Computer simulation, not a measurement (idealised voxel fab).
process module | voxel trench capacitor
cross-section cut | 250 nm wide | cells 5 nm
A cross-section is a grid of square cells, given in bands from the top down. A band is one or more rows of cells.
Each band's line starts with the height of the band's top and of its bottom, in nm. Then come its materials from left to right, each with its width in nm. One material with "throughout" fills the band from edge to edge. "air" is empty space.
Height 0 is the level under which the wafer as received is all one material. The lowest band goes on downwards, as in "0 down".
A width such as "30 to 40" changes by the same amount from each row of cells to the next, from the band's top row to its bottom row.
"no change" after a step means that no cell of the cross-section changed.
closed voids: empty space of 8 cells or more with no open way to the top, each as width x height at its distance from the left edge, in nm
after a step's settings: what the simulator itself notes on the step
overlay nm, on a step with a mask: how far to the right of its planned place the mask lay; to the left if negative
plan
1 op RECEIVE | material Si
2 op CONFORMAL_DEP | material SiN | thk nm 10
3 op PATTERN | tone open | mask id TRENCH | material resist | width nm 30 | pitch nm 55 | thk nm 15 | overlay nm 0
4 op DIRECTIONAL_ETCH | etch materials SiN | depth nm 5
5 op DIRECTIONAL_ETCH | etch materials Si | depth nm 40
6 op STRIP | etch materials resist
7 op CONFORMAL_DEP | material Al2O3 | thk nm 5
8 op CONFORMAL_DEP | material TiN | thk nm 5
9 op FILL_DEP | material W | thk nm 5
10 op CMP | height nm 10
varied across the wafers: depth nm of step 4. The plan shows the first wafer's value. All wafers start alike
first wafer as received, after step 1
  0 down: Si throughout
  closed voids: none
each wafer at the end: cells of each material gained (+) or lost (-) since it was received, then its closed voids
depth nm 5 | +24 Al2O3 | +76 SiN | closed voids: none
depth nm 10 | +96 Al2O3 | -192 Si | +52 SiN | +80 TiN | +64 W | closed voids: none
depth nm 15 | +96 Al2O3 | -192 Si | +52 SiN | +80 TiN | +64 W | closed voids: none
depth nm 20 | +96 Al2O3 | -192 Si | +52 SiN | +80 TiN | +64 W | closed voids: none
depth nm 25 | +96 Al2O3 | -192 Si | +52 SiN | +80 TiN | +64 W | closed voids: none
